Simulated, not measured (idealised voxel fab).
Module name: voxel wiring stack (process module)
Pictured: cross-section cut, 230 nm wide, on a grid of 5 nm square cells.
We lay out every cross-section as a grid of square cells and spell it out in bands from the top down, where one band means one or more rows of cells.
In this notation a band is specified by the heights of its top and bottom, in that order and in nm, after which its materials appear from left to right, each paired with its width in nm. The word "everywhere" attached to a single material means that material fills the band from edge to edge; the word "air" stands for empty space.
Heights are measured from 0, the level below which the as-received wafer is all one material; the lowest band has no bottom and continues downward, written as in "from 0 down".
Read "30->40" as a graded width: first number on top, second number at the bottom, same change between each pair of neighbouring rows.
When a step is marked "nothing got changed", none of the cells in the cross-section changed during that step.
So "Trapped cavities" is basically the list of trapped voids: any empty space of 8 cells or more that can't reach the top through an opening. They're written width x height at distance, the distance being from the left edge, and it's all nm.
Post-settings text on a step line: simulator's own remark regarding the step.
The line of a step may include "overlay nm". On a step with a mask, this value is how far to the right of its planned place the mask lay. A negative value means the mask lay to the left.
**The following list gives the planned process steps**
step 1: op RECEIVE | material Si
step 2: op CONFORMAL_DEP | material SiO2 | thk nm 10
step 3: op CONFORMAL_DEP | material SiCN | thk nm 5
step 4: op DIRECTIONAL_DEP | material lowk | thk nm 25
step 5: op DIRECTIONAL_DEP | material aC | thk nm 10
step 6: op PATTERN | tone open | mask id METAL_1 | material resist | width nm 30 | pitch nm 45 | thk nm 25 | overlay nm 0
step 7: op DIRECTIONAL_ETCH | etch materials aC | depth nm 10
step 8: op STRIP | etch materials resist
step 9: op DIRECTIONAL_ETCH | etch materials lowk | depth nm 25
step 10: op DIRECTIONAL_ETCH | etch materials SiCN | depth nm 5
step 11: op STRIP | etch materials aC
step 12: op CONFORMAL_DEP | material TiN | thk nm 5
step 13: op FILL_DEP | material Cu | thk nm 5
step 14: op CMP | height nm 40
step 15: op CONFORMAL_DEP | material SiCN | thk nm 5
step 16: op DIRECTIONAL_DEP | material SiO2 | thk nm 30
step 17: op MASKED_ETCH | tone open | mask id METAL_2 | width nm 30 | pitch nm 45 | etch materials SiO2 | depth nm 20 | overlay nm 0
step 18: op DIRECTIONAL_DEP | material aC | thk nm 15
step 19: op PATTERN | tone open | mask id METAL_2_HOLES | material resist | width nm 15 | pitch nm 45 | thk nm 30 | overlay nm 0
step 20: op DIRECTIONAL_ETCH | etch materials aC | depth nm 15
step 21: op STRIP | etch materials resist
step 22: op DIRECTIONAL_ETCH | etch materials SiO2 | depth nm 10
step 23: op DIRECTIONAL_ETCH | etch materials SiCN | depth nm 5
step 24: op STRIP | etch materials aC
step 25: op CONFORMAL_DEP | material TiN | thk nm 5
step 26: op FILL_DEP | material Cu | thk nm 10
step 27: op CMP | height nm 75
step 28: op CONFORMAL_DEP | material SiCN | thk nm 5
step 29: op DIRECTIONAL_DEP | material lowk | thk nm 30
step 30: op MASKED_ETCH | tone open | mask id METAL_3 | width nm 30 | pitch nm 45 | etch materials lowk | depth nm 20 | overlay nm 0
step 31: op DIRECTIONAL_DEP | material aC | thk nm 15
step 32: op PATTERN | tone open | mask id METAL_3_HOLES | material resist | width nm 15 | pitch nm 45 | thk nm 30 | overlay nm 0
step 33: op DIRECTIONAL_ETCH | etch materials aC | depth nm 15
step 34: op STRIP | etch materials resist
step 35: op DIRECTIONAL_ETCH | etch materials lowk | depth nm 10
step 36: op DIRECTIONAL_ETCH | etch materials SiCN | depth nm 5
step 37: op STRIP | etch materials aC
step 38: op CONFORMAL_DEP | material TiN | thk nm 5
step 39: op FILL_DEP | material Ru | thk nm 5
step 40: op CMP | height nm 110
step 41: op CONFORMAL_DEP | material SiCN | thk nm 5
**as received, after step 1**
  from 0 down = Si everywhere
  Trapped cavities: none
**Wafer cross-section at end of module: start and plan as shown above, one execution error**
  from 115 to 110 = SiCN everywhere
  from 110 to 95 = lowk 30; TiN 5; Ru 20; TiN 5; lowk 15; TiN 5; Ru 20; TiN 5; lowk 15; TiN 5; Ru 20; TiN 5; lowk 15; TiN 5; Ru 20; TiN 5; lowk 35
  from 95 to 90 = lowk 30; TiN 5; Ru 5; TiN 20; lowk 15; TiN 5; Ru 5; TiN 20; lowk 15; TiN 5; Ru 5; TiN 20; lowk 15; TiN 5; Ru 5; TiN 20; lowk 35
  from 90 to 80 = lowk 30; TiN 5; Ru 5; TiN 5; lowk 30; TiN 5; Ru 5; TiN 5; lowk 30; TiN 5; Ru 5; TiN 5; lowk 30; TiN 5; Ru 5; TiN 5; lowk 50
  from 80 to 75 = SiCN 30; TiN 15; SiCN 30; TiN 15; SiCN 30; TiN 15; SiCN 30; TiN 15; SiCN 50
  from 75 to 60 = SiO2 30; TiN 5; Cu 20; TiN 5; SiO2 15; TiN 5; Cu 20; TiN 5; SiO2 15; TiN 5; Cu 20; TiN 5; SiO2 15; TiN 5; Cu 20; TiN 5; SiO2 35
  from 60 to 55 = SiO2 30; TiN 10; Cu 5; TiN 15; SiO2 15; TiN 10; Cu 5; TiN 15; SiO2 15; TiN 10; Cu 5; TiN 15; SiO2 15; TiN 10; Cu 5; TiN 15; SiO2 35
  from 55 to 45 = SiO2 35; TiN 5; Cu 5; TiN 5; SiO2 30; TiN 5; Cu 5; TiN 5; SiO2 30; TiN 5; Cu 5; TiN 5; SiO2 30; TiN 5; Cu 5; TiN 5; SiO2 45
  from 45 to 40 = SiCN 35; TiN 15; SiCN 30; TiN 15; SiCN 30; TiN 15; SiCN 30; TiN 15; SiCN 45
  from 40 to 15 = lowk 30; TiN 5; Cu 20; TiN 5; lowk 15; TiN 5; Cu 20; TiN 5; lowk 15; TiN 5; Cu 20; TiN 5; lowk 15; TiN 5; Cu 20; TiN 5; lowk 35
  from 15 to 10 = SiCN 30; TiN 30; SiCN 15; TiN 30; SiCN 15; TiN 30; SiCN 15; TiN 30; SiCN 35
  from 10 to 0 = SiO2 everywhere
  from 0 down = Si everywhere
  Trapped cavities: none
What went wrong in running the wafer? step 19 ran as: op PATTERN | tone open | mask id METAL_2_HOLES | material resist | width nm 15 | pitch nm 45 | thk nm 30 | overlay nm 5
